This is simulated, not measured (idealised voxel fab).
Proc. module: voxel wiring stack
In the cross-section labelled cut, the width is 150 nm and each square cell is 5 nm.
We lay out every cross-section as a grid of square cells and spell it out in bands from the top down, where one band means one or more rows of cells. In this notation a band is specified by the heights of its top and bottom, in that order and in nm, after which its materials appear from left to right, each paired with its width in nm. The word "everywhere" attached to a single material means that material fills the band from edge to edge; the word "air" stands for empty space. Convention: height 0 is the level below which the wafer, as received, is all one material. The lowest band does not terminate at the bottom but continues downward, represented as "0 nm and below". Think of "30 to 40" as a width that walks from the first number to the second as you go down the band, top row to bottom row, taking equal-sized steps from row to row. Given "everything unchanged" for a step, no cell of the cross-section differs between before and after that step. Empty spaces counting at least 8 cells and having no open way to the top are listed in "Enclosed cavities". The notation width x height at distance is used for each, the distance being from the left edge and all three values in nm. Note: text after step settings on the step line = simulator remark on that step. overlay nm: where the mask lay relative to plan, measured to the right, on steps with a mask; negatives go left.

Set out below are the planned steps of the process:
1. RECEIVE,material Si
2. CONFORMAL_DEP,material SiO2,thk nm 10
3. DIRECTIONAL_DEP,material TiN,thk nm 5
4. DIRECTIONAL_DEP,material W,thk nm 20
5. MASKED_ETCH,tone cover,mask id METAL_1,width nm 20,pitch nm 35,etch materials W,depth nm 20,overlay nm 0
6. MASKED_ETCH,tone cover,mask id METAL_1,width nm 20,pitch nm 35,etch materials TiN,depth nm 5,overlay nm 0
7. FILL_DEP,material lowk,thk nm 10
8. CMP,height nm 35
9. CONFORMAL_DEP,material SiCN,thk nm 5
10. DIRECTIONAL_DEP,material SiO2,thk nm 20
11. MASKED_ETCH,tone open,mask id PLUG_1,width nm 15,etch materials SiO2,depth nm 20,overlay nm 0
12. MASKED_ETCH,tone open,mask id PLUG_1,width nm 15,etch materials SiCN,depth nm 5,overlay nm 0
13. CONFORMAL_DEP,material TiN,thk nm 5
14. FILL_DEP,material Ru,thk nm 5
15. CMP,height nm 60
16. CONFORMAL_DEP,material SiCN,thk nm 5
17. DIRECTIONAL_DEP,material lowk,thk nm 25
18. DIRECTIONAL_DEP,material aC,thk nm 10
19. PATTERN,tone open,mask id METAL_2,material resist,width nm 20,pitch nm 35,thk nm 25,overlay nm 0
20. DIRECTIONAL_ETCH,etch materials aC,depth nm 10
21. STRIP,etch materials resist
22. DIRECTIONAL_ETCH,etch materials lowk,depth nm 25
23. DIRECTIONAL_ETCH,etch materials SiCN,depth nm 5
24. STRIP,etch materials aC
25. CONFORMAL_DEP,material TiN,thk nm 5
26. FILL_DEP,material Ru,thk nm 5
27. CMP,height nm 90
28. EPI,material Ru,thk nm 5
29. FILL_DEP,material SiCN,thk nm 5

Shown in cross-section is the wafer as received, that is, as it stands after step 1:
    0 nm and below = Si everywhere
    Enclosed cavities: none

First of two wafers at the end of the module, shown in cross-section; run carried out as planned:
    100 nm to 95 nm = SiCN everywhere
    95 nm to 90 nm = SiCN 40 nm | Ru 30 nm | SiCN 5 nm | Ru 30 nm | SiCN 45 nm
    90 nm to 65 nm = lowk 45 nm | TiN 5 nm | Ru 10 nm | TiN 5 nm | lowk 15 nm | TiN 5 nm | Ru 10 nm | TiN 5 nm | lowk 50 nm
    65 nm to 60 nm = SiCN 45 nm | TiN 20 nm | SiCN 15 nm | TiN 20 nm | SiCN 50 nm
    60 nm to 40 nm = SiO2 45 nm | TiN 5 nm | Ru 5 nm | TiN 5 nm | SiO2 90 nm
    40 nm to 35 nm = SiCN 45 nm | TiN 15 nm | SiCN 90 nm
    35 nm to 15 nm = lowk 45 nm | W 20 nm | lowk 15 nm | W 20 nm | lowk 50 nm
    15 nm to 10 nm = lowk 45 nm | TiN 20 nm | lowk 15 nm | TiN 20 nm | lowk 50 nm
    10 nm to 0 nm = SiO2 everywhere
    0 nm and below = Si everywhere
    Enclosed cavities: none

End of module, second wafer, cross-section. Started like the first, planned like the first, run with one mistake:
    100 nm to 95 nm = SiCN everywhere
    95 nm to 90 nm = SiCN 40 nm | Ru 30 nm | SiCN 5 nm | Ru 30 nm | SiCN 45 nm
    90 nm to 65 nm = lowk 45 nm | TiN 5 nm | Ru 10 nm | TiN 5 nm | lowk 15 nm | TiN 5 nm | Ru 10 nm | TiN 5 nm | lowk 50 nm
    65 nm to 60 nm = SiCN 45 nm | TiN 20 nm | SiCN 15 nm | TiN 20 nm | SiCN 50 nm
    60 nm to 45 nm = SiO2 45 nm | TiN 5 nm | Ru 10 nm | TiN 5 nm | SiO2 85 nm
    45 nm to 40 nm = SiO2 45 nm | TiN 5 nm | Ru 5 nm | TiN 10 nm | SiO2 85 nm
    40 nm to 35 nm = SiCN 45 nm | TiN 15 nm | SiCN 90 nm
    35 nm to 15 nm = lowk 45 nm | W 20 nm | lowk 15 nm | W 20 nm | lowk 50 nm
    15 nm to 10 nm = lowk 45 nm | TiN 20 nm | lowk 15 nm | TiN 20 nm | lowk 50 nm
    10 nm to 0 nm = SiO2 everywhere
    0 nm and below = Si everywhere
    Enclosed cavities: none
Plan not followed: off-plan run, step 11, actual operation and settings MASKED_ETCH,tone open,mask id PLUG_1,width nm 20,etch materials SiO2,depth nm 20,overlay nm 0
The closing comparison, in cells, has the second wafer with more or fewer of some materials than the first: Ru: 3 more, SiO2: 4 fewer, TiN: 1 more
